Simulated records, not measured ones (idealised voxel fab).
Module name: voxel self aligned contacts (process module)
Cross-section cut: width 165 nm, square cells of 5 nm.
How to read a cross-section here: the picture is a grid of square cells, written as bands going from the top down, and any band can span one or more rows of cells.
Heads up on the band format: heights come first, top then bottom, in nm. After that it's the materials left to right, each with its width in nm. A single material flagged "full width" fills the whole band edge to edge, and "blank" means there's empty space there.
Height reference: 0 = level under which incoming wafer is all one material. Lowest band: no bottom, runs on downward, e.g. "z 0 and below".
The width entry "30 to 40" should be interpreted row by row: the top row of cells in the band takes the first number, the bottom row takes the second number, and the change between adjacent rows is uniform throughout.
Basically "no modification" means that step didn't change any cell in the cross-section.
"Completely enclosed voids" specifies each empty space that is not open to the top and that occupies no fewer than 8 cells, using the form width x height at distance, the distance measured from the left edge and all three quantities in nm.
It should be noted that, on the line of a given step, the content following the step's settings is a remark produced by the simulator itself with respect to that step.
The line of a step may include "overlay nm". On a step with a mask, this value is how far to the right of its planned place the mask lay. A negative value means the mask lay to the left.

Set out below are the planned steps of the process
step 1: op RECEIVE | material Si
step 2: op OXIDIZE | depth nm 5
step 3: op DIRECTIONAL_DEP | material polySi | thk nm 30
step 4: op DIRECTIONAL_DEP | material SiN | thk nm 15
step 5: op PATTERN | tone cover | mask id GATE | material resist | width nm 30 | pitch nm 60 | thk nm 15 | overlay nm 0
step 6: op DIRECTIONAL_ETCH | etch materials SiN | depth nm 15
step 7: op DIRECTIONAL_ETCH | etch materials polySi | depth nm 20
step 8: op STRIP | etch materials resist
step 9: op CONFORMAL_DEP | material SiN | thk nm 5
step 10: op DIRECTIONAL_ETCH | etch materials SiN | depth nm 5
step 11: op FILL_DEP | material SiO2 | thk nm 20
step 12: op CMP | height nm 55
step 13: op PATTERN | tone open | mask id CONTACT | material resist | width nm 40 | thk nm 15 | overlay nm 0
step 14: op DIRECTIONAL_ETCH | etch materials SiO2 | depth nm 60
step 15: op STRIP | etch materials resist
step 16: op CONFORMAL_DEP | material TiN | thk nm 5
step 17: op FILL_DEP | material Ru | thk nm 10
step 18: op CMP | height nm 55
step 19: op CONFORMAL_DEP | material SiN | thk nm 5
Don't read the plan's depth nm for step 7 as applying to every wafer: that's the first wafer's value, and the wafers differ in it, though they all start identical.

First wafer as received, after step 1
* z 0 and below = Si full width
* Completely enclosed voids: none

Wafer rows; end of module; cells per material since receipt: (+) gained, (-) lost; then closed voids
depth nm 20, +20 Ru, -33 Si, +97 SiN, +174 SiO2, +24 TiN, +114 polySi, Completely enclosed voids: none
depth nm 25, +22 Ru, -33 Si, +101 SiN, +187 SiO2, +26 TiN, +93 polySi, Completely enclosed voids: none
depth nm 30, +26 Ru, -33 Si, +105 SiN, +196 SiO2, +30 TiN, +72 polySi, Completely enclosed voids: none
depth nm 35, +26 Ru, -33 Si, +105 SiN, +196 SiO2, +30 TiN, +72 polySi, Completely enclosed voids: none
depth nm 40, +26 Ru, -33 Si, +105 SiN, +196 SiO2, +30 TiN, +72 polySi, Completely enclosed voids: none
depth nm 45, +26 Ru, -33 Si, +105 SiN, +196 SiO2, +30 TiN, +72 polySi, Completely enclosed voids: none
